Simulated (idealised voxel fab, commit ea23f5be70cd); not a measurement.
process module | voxel self aligned contacts
cross-section cut | 295 nm wide | cells 5 nm
A cross-section is a grid of square cells, given in bands from the top down. A band is one or more rows of cells.
Each band's line starts with the height of the band's top and of its bottom, in nm. Then come its materials from left to right, each with its width in nm. One material with "throughout" fills the band from edge to edge. "air" is empty space.
Height 0 is the level under which the wafer as received is all one material. The lowest band goes on downwards, as in "0 down".
A width such as "30 to 40" changes by the same amount from each row of cells to the next, from the band's top row to its bottom row.
"no change" after a step means that no cell of the cross-section changed.
closed voids: empty space of 8 cells or more with no open way to the top, each as width x height at its distance from the left edge, in nm
after a step's settings: what the simulator itself notes on the step
overlay nm, on a step with a mask: how far to the right of its planned place the mask lay; to the left if negative
plan
1 op RECEIVE | material Si
2 op OXIDIZE | depth nm 5
3 op DIRECTIONAL_DEP | material polySi | thk nm 30
4 op DIRECTIONAL_DEP | material SiN | thk nm 20
5 op PATTERN | tone cover | mask id GATE | material resist | width nm 30 | pitch nm 65 | thk nm 15 | overlay nm 0
6 op DIRECTIONAL_ETCH | etch materials SiN | depth nm 20
7 op DIRECTIONAL_ETCH | etch materials polySi | depth nm 30
8 op STRIP | etch materials resist
9 op CONFORMAL_DEP | material SiN | thk nm 5
10 op DIRECTIONAL_ETCH | etch materials SiN | depth nm 5
11 op FILL_DEP | material SiO2 | thk nm 15
12 op CMP | height nm 60
13 op PATTERN | tone open | mask id CONTACT | material resist | width nm 45 | thk nm 20 | overlay nm 0
14 op DIRECTIONAL_ETCH | etch materials SiO2 | depth nm 65
15 op STRIP | etch materials resist
16 op CONFORMAL_DEP | material TiN | thk nm 5
17 op FILL_DEP | material Ru | thk nm 10
18 op CMP | height nm 60
19 op CONFORMAL_DEP | material SiCN | thk nm 5
first wafer, as planned
as received, after step 1
  0 down: Si throughout
  closed voids: none
after step 2
  0 to -5: SiO2 throughout
  below -5: unchanged
after step 3
  30 to 0: polySi throughout
  below 0: unchanged
after step 4
  50 to 30: SiN throughout
  below 30: unchanged
after step 5
  65 to 50: air 100 | resist 30 | air 35 | resist 30 | air 100
  below 50: unchanged
after step 6
  65 to 50: air 100 | resist 30 | air 35 | resist 30 | air 100
  50 to 30: air 100 | SiN 30 | air 35 | SiN 30 | air 100
  below 30: unchanged
after step 7
  65 to 50: air 100 | resist 30 | air 35 | resist 30 | air 100
  50 to 30: air 100 | SiN 30 | air 35 | SiN 30 | air 100
  30 to 0: air 100 | polySi 30 | air 35 | polySi 30 | air 100
  below 0: unchanged
after step 8
  50 to 30: air 100 | SiN 30 | air 35 | SiN 30 | air 100
  below 30: unchanged
after step 9
  55 to 30: air 95 | SiN 40 | air 25 | SiN 40 | air 95
  30 to 5: air 95 | SiN 5 | polySi 30 | SiN 5 | air 25 | SiN 5 | polySi 30 | SiN 5 | air 95
  5 to 0: SiN 100 | polySi 30 | SiN 35 | polySi 30 | SiN 100
  below 0: unchanged
after step 10
  50 to 30: air 95 | SiN 40 | air 25 | SiN 40 | air 95
  30 to 0: air 95 | SiN 5 | polySi 30 | SiN 5 | air 25 | SiN 5 | polySi 30 | SiN 5 | air 95
  below 0: unchanged
after step 11
  65 to 50: SiO2 throughout
  50 to 30: SiO2 95 | SiN 40 | SiO2 25 | SiN 40 | SiO2 95
  30 to 0: SiO2 95 | SiN 5 | polySi 30 | SiN 5 | SiO2 25 | SiN 5 | polySi 30 | SiN 5 | SiO2 95
  below 0: unchanged
after step 12
  60 to 50: SiO2 throughout
  below 50: unchanged
after step 13
  80 to 60: resist 125 | air 45 | resist 125
  below 60: unchanged
after step 14
  80 to 60: resist 125 | air 45 | resist 125
  60 to 50: SiO2 125 | air 45 | SiO2 125
  50 to 30: SiO2 95 | SiN 40 | air 25 | SiN 40 | SiO2 95
  30 to 0: SiO2 95 | SiN 5 | polySi 30 | SiN 5 | air 25 | SiN 5 | polySi 30 | SiN 5 | SiO2 95
  0 to -5: SiO2 135 | air 25 | SiO2 135
  below -5: unchanged
after step 15
  60 to 50: SiO2 125 | air 45 | SiO2 125
  below 50: unchanged
after step 16
  65 to 60: TiN 130 | air 35 | TiN 130
  60 to 50: SiO2 125 | TiN 5 to 15 | air 35 to 15 | TiN 5 to 15 | SiO2 125
  50 to 30: SiO2 95 | SiN 40 | TiN 5 | air 15 | TiN 5 | SiN 40 | SiO2 95
  30 to 0: SiO2 95 | SiN 5 | polySi 30 | SiN 5 | TiN 5 | air 15 | TiN 5 | SiN 5 | polySi 30 | SiN 5 | SiO2 95
  0 to -5: SiO2 135 | TiN 25 | SiO2 135
  below -5: unchanged
after step 17
  75 to 65: Ru throughout
  65 to 60: TiN 130 | Ru 35 | TiN 130
  60 to 50: SiO2 125 | TiN 5 to 15 | Ru 35 to 15 | TiN 5 to 15 | SiO2 125
  50 to 30: SiO2 95 | SiN 40 | TiN 5 | Ru 15 | TiN 5 | SiN 40 | SiO2 95
  30 to 0: SiO2 95 | SiN 5 | polySi 30 | SiN 5 | TiN 5 | Ru 15 | TiN 5 | SiN 5 | polySi 30 | SiN 5 | SiO2 95
  below 0: unchanged
after step 18
  60 to 50: SiO2 125 | TiN 5 to 15 | Ru 35 to 15 | TiN 5 to 15 | SiO2 125
  below 50: unchanged
after step 19
  65 to 60: SiCN throughout
  below 60: unchanged
second wafer: like start, like plan, one mistake. Through step 12 it matches the first wafer
when step 13 should have ended
  80 to 60: resist 135 | air 45 | resist 115
  below 60: unchanged
when step 14 should have ended
  80 to 60: resist 135 | air 45 | resist 115
  60 to 50: SiO2 135 | air 45 | SiO2 115
  50 to 30: SiO2 95 | SiN 40 | air 25 | SiN 40 | SiO2 95
  30 to 0: SiO2 95 | SiN 5 | polySi 30 | SiN 5 | air 25 | SiN 5 | polySi 30 | SiN 5 | SiO2 95
  0 to -5: SiO2 135 | air 25 | SiO2 135
  below -5: unchanged
when step 15 should have ended
  60 to 50: SiO2 135 | air 45 | SiO2 115
  below 50: unchanged
when step 16 should have ended
  65 to 60: TiN 140 | air 35 | TiN 120
  60 to 50: SiO2 135 | TiN 5 | air 35 to 15 | TiN 5 to 25 | SiO2 115
  50 to 30: SiO2 95 | SiN 40 | TiN 5 | air 15 | TiN 5 | SiN 40 | SiO2 95
  30 to 0: SiO2 95 | SiN 5 | polySi 30 | SiN 5 | TiN 5 | air 15 | TiN 5 | SiN 5 | polySi 30 | SiN 5 | SiO2 95
  0 to -5: SiO2 135 | TiN 25 | SiO2 135
  below -5: unchanged
when step 17 should have ended
  75 to 65: Ru throughout
  65 to 60: TiN 140 | Ru 35 | TiN 120
  60 to 50: SiO2 135 | TiN 5 | Ru 35 to 15 | TiN 5 to 25 | SiO2 115
  50 to 30: SiO2 95 | SiN 40 | TiN 5 | Ru 15 | TiN 5 | SiN 40 | SiO2 95
  30 to 0: SiO2 95 | SiN 5 | polySi 30 | SiN 5 | TiN 5 | Ru 15 | TiN 5 | SiN 5 | polySi 30 | SiN 5 | SiO2 95
  below 0: unchanged
when step 18 should have ended
  60 to 50: SiO2 135 | TiN 5 | Ru 35 to 15 | TiN 5 to 25 | SiO2 115
  below 50: unchanged
when step 19 should have ended
  65 to 60: SiCN throughout
  below 60: unchanged
what went wrong: step 13 ran as: op PATTERN | tone open | mask id CONTACT | material resist | width nm 45 | thk nm 20 | overlay nm 10
at the end the second wafer has, in cells: as many of each material as the first, in other places
